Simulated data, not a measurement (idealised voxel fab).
Proc. module: voxel double patterning
Displayed cross-section: cut, width of 160 nm, square cells sized 5 nm.
We lay out every cross-section as a grid of square cells and spell it out in bands from the top down, where one band means one or more rows of cells.
The band entry comprises the height of the band's top followed by the height of its bottom, expressed in nm, and subsequently the band's materials from left to right, each stated together with its width in nm. Where a single material is marked with the word "full width", that material fills the band from edge to edge. The word "empty" represents empty space.
For the purposes of this specification, 0 denotes the height below which the wafer in its as-received condition is composed wholly of one material, and the lowermost band, lacking a lower limit, extends downward without end, as expressed in "0..down".
Read "30->40" as a graded width: first number on top, second number at the bottom, same change between each pair of neighbouring rows.
Key: "no alterations made" - step with no changed cell in the cross-section.
Empty spaces counting at least 8 cells and having no open way to the top are listed in "Sealed internal voids". The notation width x height at distance is used for each, the distance being from the left edge and all three values in nm.
Where a step's line continues beyond its settings, the continuation is a remark by the simulator itself on that step.
Regarding "overlay nm": on a step with a mask, it is the distance the mask lay to the right of its planned place; a negative value places it to the left.

[The planned process steps are enumerated hereunder]
1 RECEIVE, material Si
2 CONFORMAL_DEP, material SiN, thk nm 5
3 DIRECTIONAL_DEP, material SiO2, thk nm 20
4 DIRECTIONAL_DEP, material SiCN, thk nm 5
5 DIRECTIONAL_DEP, material aC, thk nm 15
6 PATTERN, tone open, mask id FIRST, material resist, width nm 15, pitch nm 50, thk nm 30, overlay nm 0
7 DIRECTIONAL_ETCH, etch materials aC, depth nm 15
8 STRIP, etch materials resist
9 DIRECTIONAL_ETCH, etch materials SiCN, depth nm 5
10 STRIP, etch materials aC
11 DIRECTIONAL_DEP, material aC, thk nm 10
12 PATTERN, tone open, mask id SECOND, material resist, width nm 15, thk nm 25, overlay nm 0
13 DIRECTIONAL_ETCH, etch materials aC, depth nm 10
14 STRIP, etch materials resist
15 DIRECTIONAL_ETCH, etch materials SiCN, depth nm 5
16 STRIP, etch materials aC
17 DIRECTIONAL_ETCH, etch materials SiO2, depth nm 20
18 STRIP, etch materials SiCN

[Cross-section: wafer on arrival = after step 1]
  0..down  Si full width
  Sealed internal voids: none

[Same starting wafer, same plan as above, one mistake in the execution; this is the cross-section at the end of the module]
  45..25  SiO2=45 | empty=15 | SiO2=10 | empty=15 | SiO2=10 | empty=15 | SiO2=50
  25..5  SiO2 full width
  5..0  SiN full width
  0..down  Si full width
  Sealed internal voids: none
It is concluded that the wafer was processed incorrectly with respect to the plan, in that step 3 was run twice
